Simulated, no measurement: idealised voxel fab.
The process module that follows is named voxel trench capacitor.
In the cross-section labelled cut, the width is 255 nm and each square cell is 5 nm.
A cross-section is written here as square cells arranged in a grid, and it is given in bands from the top down, each band taking up one or more rows of cells.
Within each band entry, the heights of the top and of the bottom of the band appear first, in that order and in nm; the materials of the band then follow from left to right, each with its corresponding width in nm. The designation "throughout" on a single material indicates that it fills the band from edge to edge; the designation "empty" indicates empty space.
Below 0: as-received wafer, all one material; heights counted from there. Lowest band: no bottom, goes on down, written "0 -> down".
So if you see something like "30..40" for the width, read it as the top row of the band sitting at the first number and the bottom row at the second, with every row in between moving by the same amount as the last.
Where the words "no change occurred" appear for a step, the cross-section shows no cell changed by that step; every cell remained as before.
"Completely enclosed voids": sealed empty spaces, 8 cells or more, no open way to top, listed width x height at distance, with distance from the left edge and width, height and distance in nm.
after a step's settings: what the simulator itself notes on the step
Regarding "overlay nm": on a step with a mask, it is the distance the mask lay to the right of its planned place; a negative value places it to the left.
## List of planned process steps
1. RECEIVE [material Si]
2. CONFORMAL_DEP [material SiN] [thk nm 5]
3. PATTERN [tone open] [mask id TRENCH] [material resist] [width nm 20] [pitch nm 40] [thk nm 15] [overlay nm 0]
4. DIRECTIONAL_ETCH [etch materials SiN] [depth nm 5]
5. DIRECTIONAL_ETCH [etch materials Si] [depth nm 35]
6. STRIP [etch materials resist]
7. CONFORMAL_DEP [material Al2O3] [thk nm 5]
8. FILL_DEP [material polySi] [thk nm 5]
9. CMP [height nm 5]
## as received, after step 1
- 0 -> down | Si throughout
- Completely enclosed voids: none
## Post-module cross-section: identical start and plan to those above, one misstep in execution
- 5 -> 0 | SiN=60, Al2O3=5, polySi=10, Al2O3=5, SiN=20, Al2O3=5, polySi=10, Al2O3=5, SiN=20, Al2O3=5, polySi=10, Al2O3=5, SiN=20, Al2O3=5, polySi=10, Al2O3=5, SiN=55
- 0 -> -30 | Si=60, Al2O3=5, polySi=10, Al2O3=5, Si=20, Al2O3=5, polySi=10, Al2O3=5, Si=20, Al2O3=5, polySi=10, Al2O3=5, Si=20, Al2O3=5, polySi=10, Al2O3=5, Si=55
- -30 -> -35 | Si=60, Al2O3=20, Si=20, Al2O3=20, Si=20, Al2O3=20, Si=20, Al2O3=20, Si=55
- -35 -> down | Si throughout
- Completely enclosed voids: none
Deviation from plan: it should be noted that step 3 was executed with settings other than those planned, the operation and settings actually applied being PATTERN [tone open] [mask id TRENCH] [material resist] [width nm 20] [pitch nm 40] [thk nm 15] [overlay nm 5]
